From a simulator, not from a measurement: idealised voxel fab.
process module | voxel capacitor over wiring
cross-section cut | 235 nm wide | cells 5 nm
A cross-section is a grid of square cells, given in bands from the top down. A band is one or more rows of cells.
Each band's line starts with the height of the band's top and of its bottom, in nm. Then come its materials from left to right, each with its width in nm. One material with "throughout" fills the band from edge to edge. "air" is empty space.
Height 0 is the level under which the wafer as received is all one material. The lowest band goes on downwards, as in "0 down".
A width such as "30 to 40" changes by the same amount from each row of cells to the next, from the band's top row to its bottom row.
"no change" after a step means that no cell of the cross-section changed.
closed voids: empty space of 8 cells or more with no open way to the top, each as width x height at its distance from the left edge, in nm
after a step's settings: what the simulator itself notes on the step
overlay nm, on a step with a mask: how far to the right of its planned place the mask lay; to the left if negative
plan
1 op RECEIVE | material Si
2 op CONFORMAL_DEP | material SiO2 | thk nm 15
3 op CONFORMAL_DEP | material SiCN | thk nm 5
4 op DIRECTIONAL_DEP | material SiO2 | thk nm 25
5 op MASKED_ETCH | tone open | mask id METAL_1 | width nm 30 | pitch nm 85 | etch materials SiO2 | depth nm 25 | overlay nm 0
6 op MASKED_ETCH | tone open | mask id METAL_1 | width nm 30 | pitch nm 85 | etch materials SiCN | depth nm 5 | overlay nm 0
7 op CONFORMAL_DEP | material TiN | thk nm 5
8 op FILL_DEP | material Cu | thk nm 5
9 op CMP | height nm 45
10 op CONFORMAL_DEP | material SiCN | thk nm 5
11 op DIRECTIONAL_DEP | material SiO2 | thk nm 20
12 op DIRECTIONAL_DEP | material aC | thk nm 15
13 op PATTERN | tone open | mask id PLUG_1 | material resist | width nm 15 | thk nm 30 | overlay nm 0
14 op DIRECTIONAL_ETCH | etch materials aC | depth nm 15
15 op STRIP | etch materials resist
16 op DIRECTIONAL_ETCH | etch materials SiO2 | depth nm 20
17 op DIRECTIONAL_ETCH | etch materials SiCN | depth nm 5
18 op STRIP | etch materials aC
19 op CONFORMAL_DEP | material TiN | thk nm 5
20 op FILL_DEP | material Cu | thk nm 10
21 op CMP | height nm 70
22 op DIRECTIONAL_DEP | material TiN | thk nm 10
23 op DIRECTIONAL_DEP | material HfO2 | thk nm 5
24 op DIRECTIONAL_DEP | material TiN | thk nm 10
25 op PATTERN | tone cover | mask id UPPER_PLATE | material resist | width nm 60 | thk nm 15 | overlay nm 0
26 op DIRECTIONAL_ETCH | etch materials TiN | depth nm 10
27 op DIRECTIONAL_ETCH | etch materials HfO2 | depth nm 5
28 op STRIP | etch materials resist
29 op MASKED_ETCH | tone cover | mask id LOWER_PLATE | width nm 70 | etch materials TiN | depth nm 10 | overlay nm 0
30 op FILL_DEP | material SiO2 | thk nm 15
31 op CMP | height nm 105
32 op DIRECTIONAL_DEP | material aC | thk nm 15
33 op PATTERN | tone open | mask id PLUG_2 | material resist | width nm 15 | thk nm 30 | overlay nm 0
34 op DIRECTIONAL_ETCH | etch materials aC | depth nm 15
35 op STRIP | etch materials resist
36 op DIRECTIONAL_ETCH | etch materials SiO2 | depth nm 10
37 op STRIP | etch materials aC
38 op CONFORMAL_DEP | material TiN | thk nm 5
39 op FILL_DEP | material Ru | thk nm 10
40 op CMP | height nm 105
41 op CONFORMAL_DEP | material SiN | thk nm 5
as received, after step 1
  0 down: Si throughout
  closed voids: none
first wafer at the end, as planned
  110 to 105: SiN throughout
  105 to 100: SiO2 85 | TiN 5 | Ru 5 | TiN 5 | SiO2 135
  100 to 95: SiO2 85 | TiN 15 | SiO2 135
  95 to 85: SiO2 75 | TiN 60 | SiO2 100
  85 to 80: SiO2 75 | HfO2 60 | SiO2 100
  80 to 70: SiO2 70 | TiN 70 | SiO2 95
  70 to 50: SiO2 75 | TiN 5 | Cu 5 | TiN 5 | SiO2 145
  50 to 45: SiCN 75 | TiN 15 | SiCN 145
  45 to 20: SiO2 60 | TiN 5 | Cu 20 | TiN 5 | SiO2 55 | TiN 5 | Cu 20 | TiN 5 | SiO2 60
  20 to 15: SiCN 60 | TiN 30 | SiCN 55 | TiN 30 | SiCN 60
  15 to 0: SiO2 throughout
  0 down: Si throughout
  closed voids: none
second wafer at the end: like start, like plan, one mistake
  110 to 105: SiN throughout
  105 to 100: SiO2 85 | TiN 5 | Ru 5 | TiN 5 | SiO2 135
  100 to 95: SiO2 85 | TiN 15 | SiO2 135
  95 to 85: SiO2 75 | TiN 60 | SiO2 100
  85 to 80: SiO2 75 | HfO2 60 | SiO2 100
  80 to 70: SiO2 70 | TiN 70 | SiO2 95
  70 to 50: SiO2 75 | TiN 5 | Cu 5 | TiN 5 | SiO2 145
  50 to 45: SiCN 75 | TiN 15 | SiCN 145
  45 to 35: SiO2 60 | TiN 5 | Cu 20 | TiN 5 | SiO2 55 | TiN 5 | Cu 20 | TiN 5 | SiO2 60
  35 to 30: SiCN 60 | TiN 30 | SiCN 55 | TiN 30 | SiCN 60
  30 to 0: SiO2 throughout
  0 down: Si throughout
  closed voids: none
what went wrong: step 2 was run twice
at the end the second wafer has, in cells: 24 fewer of Cu | 36 more of SiO2 | 12 fewer of TiN
